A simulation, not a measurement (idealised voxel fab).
The process module presented herein is designated voxel spacer lines.
Cross-section cut spans 220 nm and uses square cells 5 nm in size.
Bands, listed from the top down, are how a cross-section gets written in this document; the cross-section itself is a grid of square cells, and a band is one or more rows of them. The entry gives the band's vertical extent as a top height and a bottom height in nm, then its horizontal make-up as materials from left to right, each with a width in nm. "air" stands for empty space; a single material marked "throughout" fills the band edge to edge. We count height from 0. Below that, the starting wafer is all one material. The lowest band never ends at the bottom but goes on down; see "0 and below" for how that is written. Top row gets the first number, bottom row gets the second, and each row in between changes by the same step: that is how a band width like "30->40" works. No cell of the cross-section changed in a step that is given as "nothing different". Empty spaces without an open route to the top, at least 8 cells in extent, make up the entry "Catalogued sealed voids"; each is given as width x height at distance, where the distance is measured from the left edge, and all are in nm. On a step's line, text after the settings is the simulator commenting on that step. overlay nm: how far to the right of its planned place the mask lay on this masked step (negative: to the left).
List of planned process steps
1 op RECEIVE | material Si
2 op CONFORMAL_DEP | material Al2O3 | thk nm 10
3 op DIRECTIONAL_DEP | material TiN | thk nm 10
4 op DIRECTIONAL_DEP | material aC | thk nm 20
5 op PATTERN | tone cover | mask id MANDREL | material resist | width nm 20 | pitch nm 60 | thk nm 30 | overlay nm 0
6 op DIRECTIONAL_ETCH | etch materials aC | depth nm 20
7 op STRIP | etch materials resist
8 op CONFORMAL_DEP | material SiN | thk nm 10
9 op DIRECTIONAL_ETCH | etch materials SiN | depth nm 10
10 op STRIP | etch materials aC
11 op DIRECTIONAL_ETCH | etch materials TiN | depth nm 10
12 op STRIP | etch materials SiN
Incoming wafer, cross-sectional view, post step 1
- 0 and below: Si throughout
- Catalogued sealed voids: none
Cross-section, end of module. Start: as above. Plan: as above. Execution: one mistake
- 10 down to 0: air: 30 | TiN: 10 | air: 20 | TiN: 10 | air: 20 | TiN: 10 | air: 20 | TiN: 10 | air: 20 | TiN: 10 | air: 20 | TiN: 10 | air: 30
- 0 and below: Si throughout
- Catalogued sealed voids: none
Misprocessing identified: step 2 of the plan was omitted and not executed
